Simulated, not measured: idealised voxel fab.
Presented below is a process module, voxel lift off.
The figure presents cross-section cut, which has a width of 220 nm and is divided into square cells with an edge length of 5 nm.
Just so we're on the same page, the cross-sections are grids of square cells, and they're listed out in bands top to bottom, each band one or more rows deep. Within each band entry, the heights of the top and of the bottom of the band appear first, in that order and in nm; the materials of the band then follow from left to right, each with its corresponding width in nm. The designation "all across" on a single material indicates that it fills the band from edge to edge; the designation "air" indicates empty space. Beneath 0, the wafer as received is one material, and that level is where height counting begins. The lowest band goes on downward without a bottom; it is written like "0 -> down". Quick explanation for "30 to 40": the width changes in equal steps down the rows of cells, from the first number in the band's top row to the second number in its bottom row. For the purposes of this document, the phrase "stayed the same" attached to a step denotes that no cell within the cross-section was modified by that step. "Catalogued sealed voids" - sealed voids, min. 8 cells, no opening to top; format: width x height at distance (distance from left edge; nm throughout). Text after the settings on a step's line: the simulator's own remark on that step. overlay nm: for a step with a mask, the amount by which the mask lay right of where it was planned; a negative amount means left of it.
Process steps (planned):
1. RECEIVE [material Si]
2. CONFORMAL_DEP [material SiO2] [thk nm 15]
3. PATTERN [tone open] [mask id LINES] [material resist] [width nm 15] [pitch nm 40] [thk nm 25] [overlay nm 0]
4. DIRECTIONAL_DEP [material Ru] [thk nm 10]
5. STRIP [etch materials resist]
6. CONFORMAL_DEP [material SiCN] [thk nm 10]
Cross-section of the wafer as it came to us, i.e., already through step 1:
    0 -> down = Si all across
    Catalogued sealed voids: none
Cross-section, first of two wafers, end of module, run as planned:
    35 -> 25 = 50 of air; 35 of SiCN; 5 of air; 35 of SiCN; 5 of air; 35 of SiCN; 55 of air
    25 -> 15 = 60 of SiCN; 15 of Ru; 25 of SiCN; 15 of Ru; 25 of SiCN; 15 of Ru; 65 of SiCN
    15 -> 0 = SiO2 all across
    0 -> down = Si all across
    Catalogued sealed voids: none
This cross-section belongs to the second wafer of two at the end of the module; the start and the plan were shared with the first, and the run included one mistake:
    35 -> 25 = 40 of air; 35 of SiCN; 5 of air; 35 of SiCN; 5 of air; 35 of SiCN; 65 of air
    25 -> 15 = 50 of SiCN; 15 of Ru; 25 of SiCN; 15 of Ru; 25 of SiCN; 15 of Ru; 75 of SiCN
    15 -> 0 = SiO2 all across
    0 -> down = Si all across
    Catalogued sealed voids: none
Want to know what went wrong? step 3 deviated from plan and actually ran as PATTERN [tone open] [mask id LINES] [material resist] [width nm 15] [pitch nm 40] [thk nm 25] [overlay nm -10]
At the end, each material covers as many cells on the second wafer as it does on the first, though the cells it covers are elsewhere.
